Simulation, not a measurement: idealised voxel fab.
Process module name: voxel gate over fins
Cross-section cut spans 265 nm and uses square cells 5 nm in size.
Square cells in a grid make up a cross-section in this document, and the grid is given as bands, listed from the top down, each one or more rows of cells.
In this notation a band is specified by the heights of its top and bottom, in that order and in nm, after which its materials appear from left to right, each paired with its width in nm. The word "all across" attached to a single material means that material fills the band from edge to edge; the word "empty" stands for empty space.
Measure heights from 0. That's the level where, below it, the as-received wafer is all one material. The lowest band is bottomless and extends downward; write it as in "0 nm and below".
So if you see something like "30->40" for the width, read it as the top row of the band sitting at the first number and the bottom row at the second, with every row in between moving by the same amount as the last.
"nothing got changed" after a step means that no cell of the cross-section changed.
The label "Enclosed internal voids" introduces a list of the empty spaces, 8 cells or larger, that have no open way up to the top; each entry in it reads width x height at distance, where the distance is taken from the left edge and all three are stated in nm.
Formally, on a step line, whatever follows the settings is a remark that the simulator itself makes on the step.
"overlay nm" answers the question of how far to the right of plan the mask lay on a step that has a mask, and when it is negative the answer is to the left.
Listed below are the process steps as planned:
- 1: RECEIVE | material Si
- 2: CONFORMAL_DEP | material SiN | thk nm 10
- 3: MASKED_ETCH | tone cover | mask id FINS | width nm 15 | pitch nm 40 | etch materials SiN | depth nm 10 | overlay nm 0
- 4: MASKED_ETCH | tone cover | mask id FINS | width nm 15 | pitch nm 40 | etch materials Si | depth nm 35 | overlay nm 0
- 5: FILL_DEP | material SiO2 | thk nm 5
- 6: CMP | height nm 10
- 7: SELECTIVE_ETCH | etch materials SiO2 | depth nm 20
- 8: STRIP | etch materials SiN
- 9: CONFORMAL_DEP | material HfO2 | thk nm 5
- 10: CONFORMAL_DEP | material TiN | thk nm 5
- 11: FILL_DEP | material W | thk nm 10
- 12: CMP | height nm 15
- 13: CONFORMAL_DEP | material SiCN | thk nm 5
Received-state cross-section, reflecting completion of step 1:
  0 nm and below  Si all across
  Enclosed internal voids: none
Here's the wafer cut in cross-section after the module, started and planned just like above, except one thing was done wrong in the run:
  20 nm to 15 nm  SiCN all across
  15 nm to 5 nm  HfO2: 70, then TiN: 5, then HfO2: 35, then TiN: 5, then HfO2: 35, then TiN: 5, then HfO2: 35, then TiN: 5, then HfO2: 70
  5 nm to 0 nm  HfO2 all across
  0 nm to -35 nm  HfO2: 65, then Si: 15, then HfO2: 25, then Si: 15, then HfO2: 25, then Si: 15, then HfO2: 25, then Si: 15, then HfO2: 65
  -35 nm and below  Si all across
  Enclosed internal voids: none
Misprocessing identified: step 5 ran as: FILL_DEP | material HfO2 | thk nm 5
